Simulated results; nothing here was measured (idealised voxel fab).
The following process module bears the name voxel wiring stack.
Each square cell in cross-section cut measures 5 nm, and the section as a whole is 240 nm wide.
Cross-section, as written here: a square-cell grid given band by band from the top down, where a band holds one or more rows of cells.
Heads up on the band format: heights come first, top then bottom, in nm. After that it's the materials left to right, each with its width in nm. A single material flagged "edge to edge" fills the whole band edge to edge, and "empty" means there's empty space there.
Where do heights start? At 0: under that level the wafer as delivered is made of one material only. And the lowest band has no floor; it just carries on downward, as in "0 nm and below".
With a width like "30 to 40", each row of cells in the band differs from the next by the same amount, the top row carrying the first number and the bottom row the second.
Take "nothing altered" at face value: in the step it is given for, the cross-section changed in none of its cells.
So "Enclosed cavity list" is basically the list of trapped voids: any empty space of 8 cells or more that can't reach the top through an opening. They're written width x height at distance, the distance being from the left edge, and it's all nm.
It should be noted that, on the line of a given step, the content following the step's settings is a remark produced by the simulator itself with respect to that step.
Regarding "overlay nm": on a step with a mask, it is the distance the mask lay to the right of its planned place; a negative value places it to the left.

-- The steps planned for the process are as follows
step 1: RECEIVE,material Si
step 2: CONFORMAL_DEP,material SiO2,thk nm 15
step 3: DIRECTIONAL_DEP,material TiN,thk nm 5
step 4: DIRECTIONAL_DEP,material W,thk nm 20
step 5: DIRECTIONAL_DEP,material aC,thk nm 15
step 6: PATTERN,tone cover,mask id METAL_1,material resist,width nm 20,pitch nm 40,thk nm 35,overlay nm 0
step 7: DIRECTIONAL_ETCH,etch materials aC,depth nm 15
step 8: STRIP,etch materials resist
step 9: DIRECTIONAL_ETCH,etch materials W,depth nm 20
step 10: DIRECTIONAL_ETCH,etch materials TiN,depth nm 5
step 11: STRIP,etch materials aC
step 12: CONFORMAL_DEP,material SiCN,thk nm 5
step 13: FILL_DEP,material lowk,thk nm 5
step 14: CMP,height nm 40
step 15: CONFORMAL_DEP,material SiCN,thk nm 5
step 16: DIRECTIONAL_DEP,material lowk,thk nm 20
step 17: DIRECTIONAL_DEP,material aC,thk nm 15
step 18: PATTERN,tone open,mask id PLUG_1,material resist,width nm 15,pitch nm 40,thk nm 30,overlay nm 0
step 19: DIRECTIONAL_ETCH,etch materials aC,depth nm 15
step 20: STRIP,etch materials resist
step 21: DIRECTIONAL_ETCH,etch materials lowk,depth nm 20
step 22: DIRECTIONAL_ETCH,etch materials SiCN,depth nm 5
step 23: STRIP,etch materials aC
step 24: EPI,material Ru,thk nm 10
step 25: EPI,material Ru,thk nm 10
step 26: EPI,material Ru,thk nm 5
step 27: DIRECTIONAL_DEP,material TiN,thk nm 5
step 28: DIRECTIONAL_DEP,material Ru,thk nm 15
step 29: DIRECTIONAL_DEP,material aC,thk nm 10
step 30: PATTERN,tone cover,mask id METAL_2,material resist,width nm 20,pitch nm 40,thk nm 30,overlay nm 0
step 31: DIRECTIONAL_ETCH,etch materials aC,depth nm 10
step 32: STRIP,etch materials resist
step 33: DIRECTIONAL_ETCH,etch materials Ru,depth nm 15
step 34: DIRECTIONAL_ETCH,etch materials TiN,depth nm 5
step 35: STRIP,etch materials aC
step 36: FILL_DEP,material SiO2,thk nm 10
step 37: CMP,height nm 85
step 38: CONFORMAL_DEP,material SiN,thk nm 5

-- Cross-section of the incoming wafer, state after step 1
    0 nm and below: Si edge to edge
    Enclosed cavity list: none

-- The module was run from the start shown above using the plan shown above, but one mistake was made doing it; the resulting wafer cross-section is below
    90 nm to 85 nm: SiN edge to edge
    85 nm to 70 nm: SiO2 50 nm / Ru 20 nm / SiO2 20 nm / Ru 20 nm / SiO2 20 nm / Ru 20 nm / SiO2 20 nm / Ru 20 nm / SiO2 50 nm
    70 nm to 65 nm: SiO2 50 nm / TiN 20 nm / SiO2 20 nm / TiN 20 nm / SiO2 20 nm / TiN 20 nm / SiO2 20 nm / TiN 20 nm / SiO2 50 nm
    65 nm to 45 nm: lowk 50 nm / Ru 15 nm / lowk 25 nm / Ru 15 nm / lowk 25 nm / Ru 15 nm / lowk 25 nm / Ru 15 nm / lowk 55 nm
    45 nm to 40 nm: SiCN 50 nm / Ru 15 nm / SiCN 25 nm / Ru 15 nm / SiCN 25 nm / Ru 15 nm / SiCN 25 nm / Ru 15 nm / SiCN 55 nm
    40 nm to 35 nm: SiCN 50 nm / TiN 20 nm / SiCN 20 nm / TiN 20 nm / SiCN 20 nm / TiN 20 nm / SiCN 20 nm / TiN 20 nm / SiCN 50 nm
    35 nm to 15 nm: W edge to edge
    15 nm to 0 nm: SiO2 edge to edge
    0 nm and below: Si edge to edge
    Enclosed cavity list: none
So what did we get wrong on this run? plan vs actual: 3 and 4 interchanged
